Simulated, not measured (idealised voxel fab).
Process module, titled voxel transistor to metal
For reference, the cross-section in this document is cut, with width 270 nm and square cells of 5 nm.
A cross-section in this document is a grid of square cells, and it is written down as bands, the top band listed before the ones below it; a band is made up of one or more rows of cells. The entry gives the band's vertical extent as a top height and a bottom height in nm, then its horizontal make-up as materials from left to right, each with a width in nm. "blank" stands for empty space; a single material marked "everywhere" fills the band edge to edge. All heights in this document are referenced to 0, defined as the level beneath which the wafer, as received, consists entirely of one material. The lowest band is not bounded below; it extends indefinitely downward and is written in the form "0 nm and below". Read "30->40" as a graded width: first number on top, second number at the bottom, same change between each pair of neighbouring rows. A step reported as "same as before" is a step in which no cell of the cross-section changed. You'll see "Enclosed void list" listing empty spaces that have no way open to the top, as long as they're 8 cells or more; the notation is width x height at distance, where the distance is from the left edge, and all of it is in nm. Where a step's line continues beyond its settings, the continuation is a remark by the simulator itself on that step. Steps that use a mask can have "overlay nm" on their line. It says how far the mask sat to the right of where it was meant to be. Negative means to the left.
-- So here's the lineup of process steps we planned
- 1: RECEIVE with material Si
- 2: OXIDIZE with depth nm 5
- 3: CONFORMAL_DEP with material SiN, thk nm 10
- 4: MASKED_ETCH with tone cover, mask id ACTIVE, width nm 110, pitch nm 130, etch materials SiN, depth nm 10, overlay nm 0
- 5: MASKED_ETCH with tone cover, mask id ACTIVE, width nm 110, pitch nm 130, etch materials SiO2, depth nm 5, overlay nm 0
- 6: MASKED_ETCH with tone cover, mask id ACTIVE, width nm 110, pitch nm 130, etch materials Si, depth nm 20, overlay nm 0
- 7: FILL_DEP with material SiO2, thk nm 5
- 8: CMP with height nm 10
- 9: SELECTIVE_ETCH with etch materials SiO2, depth nm 5
- 10: STRIP with etch materials SiN
- 11: SELECTIVE_ETCH with etch materials SiO2, depth nm 5
- 12: OXIDIZE with depth nm 5
- 13: DIRECTIONAL_DEP with material polySi, thk nm 25
- 14: DIRECTIONAL_DEP with material SiCN, thk nm 10
- 15: PATTERN with tone cover, mask id GATE, material resist, width nm 20, pitch nm 130, thk nm 20, overlay nm 0
- 16: DIRECTIONAL_ETCH with etch materials SiCN, depth nm 20
- 17: DIRECTIONAL_ETCH with etch materials polySi, depth nm 35
- 18: STRIP with etch materials resist
- 19: CONFORMAL_DEP with material SiN, thk nm 5
- 20: DIRECTIONAL_ETCH with etch materials SiN, depth nm 5
- 21: DIRECTIONAL_ETCH with etch materials SiO2, depth nm 5
- 22: EPI with material SiGe, thk nm 5
- 23: FILL_DEP with material SiO2, thk nm 10
- 24: CMP with height nm 30
- 25: DIRECTIONAL_DEP with material SiO2, thk nm 10
- 26: PATTERN with tone open, mask id CONTACT, material resist, width nm 30, thk nm 20, overlay nm 0
- 27: DIRECTIONAL_ETCH with etch materials SiO2, depth nm 45
- 28: STRIP with etch materials resist
- 29: CONFORMAL_DEP with material TiN, thk nm 5
- 30: FILL_DEP with material Ru, thk nm 10
- 31: CMP with height nm 40
- 32: DIRECTIONAL_DEP with material TiN, thk nm 5
- 33: DIRECTIONAL_DEP with material W, thk nm 15
- 34: PATTERN with tone cover, mask id METAL_1, material resist, width nm 20, thk nm 15, overlay nm 0
- 35: DIRECTIONAL_ETCH with etch materials W, depth nm 15
- 36: DIRECTIONAL_ETCH with etch materials TiN, depth nm 5
- 37: STRIP with etch materials resist
- 38: CONFORMAL_DEP with material SiN, thk nm 5
- 39: FILL_DEP with material SiO2, thk nm 5
- 40: CMP with height nm 60
- 41: CONFORMAL_DEP with material SiN, thk nm 5
-- So this is the incoming wafer in cross-section - it's already been through step 1
	0 nm and below = Si everywhere
	Enclosed void list: none
-- Starting structure and process plan are as shown above, but one mistake was made in running the module; the wafer cross-section at the end of the module follows
	65 nm to 60 nm = SiN everywhere
	60 nm to 45 nm = 20 of SiO2 | 5 of SiN | 20 of W | 5 of SiN | 40 of SiO2 | 5 of SiN | 20 of W | 5 of SiN | 30 of SiO2 | 5 of SiN | 20 of W | 5 of SiN | 40 of SiO2 | 5 of SiN | 20 of W | 5 of SiN | 20 of SiO2
	45 nm to 40 nm = 25 of SiN | 20 of TiN | 50 of SiN | 20 of TiN | 40 of SiN | 20 of TiN | 50 of SiN | 20 of TiN | 25 of SiN
	40 nm to 30 nm = 20 of SiO2 | 5 of TiN | 30->25 of Ru | 5->10 of TiN | 20 of SiO2 | 5->10 of TiN | 30->25 of Ru | 5 of TiN | 30 of SiO2 | 5 of TiN | 30->25 of Ru | 5->10 of TiN | 20 of SiO2 | 5->10 of TiN | 30->25 of Ru | 5 of TiN | 20 of SiO2
	30 nm to 20 nm = 20 of SiO2 | 5 of TiN | 25 of Ru | 5 of TiN | 5 of SiN | 20 of SiCN | 5 of SiN | 5 of TiN | 25 of Ru | 5 of TiN | 30 of SiO2 | 5 of TiN | 25 of Ru | 5 of TiN | 5 of SiN | 20 of SiCN | 5 of SiN | 5 of TiN | 25 of Ru | 5 of TiN | 20 of SiO2
	20 nm to 0 nm = 20 of SiO2 | 5 of TiN | 25 of Ru | 5 of TiN | 5 of SiN | 20 of polySi | 5 of SiN | 5 of TiN | 25 of Ru | 5 of TiN | 30 of SiO2 | 5 of TiN | 25 of Ru | 5 of TiN | 5 of SiN | 20 of polySi | 5 of SiN | 5 of TiN | 25 of Ru | 5 of TiN | 20 of SiO2
	0 nm to -5 nm = 10 of SiO2 | 5 of SiN | 5 of SiO2 | 35 of TiN | 5 of SiN | 20 of polySi | 5 of SiN | 35 of TiN | 5 of SiO2 | 5 of SiN | 10 of SiO2 | 5 of SiN | 5 of SiO2 | 35 of TiN | 5 of SiN | 20 of polySi | 5 of SiN | 35 of TiN | 5 of SiO2 | 5 of SiN | 10 of SiO2
	-5 nm to -10 nm = 15 of SiO2 | 40 of SiGe | 30 of SiO2 | 40 of SiGe | 20 of SiO2 | 40 of SiGe | 30 of SiO2 | 40 of SiGe | 15 of SiO2
	-10 nm to -25 nm = 15 of SiO2 | 110 of Si | 20 of SiO2 | 110 of Si | 15 of SiO2
	-25 nm and below = Si everywhere
	Enclosed void list: none
The mistake made against the process plan was this: contrary to plan, step 26 was performed as PATTERN with tone open, mask id CONTACT, material resist, width nm 40, thk nm 20, overlay nm 0
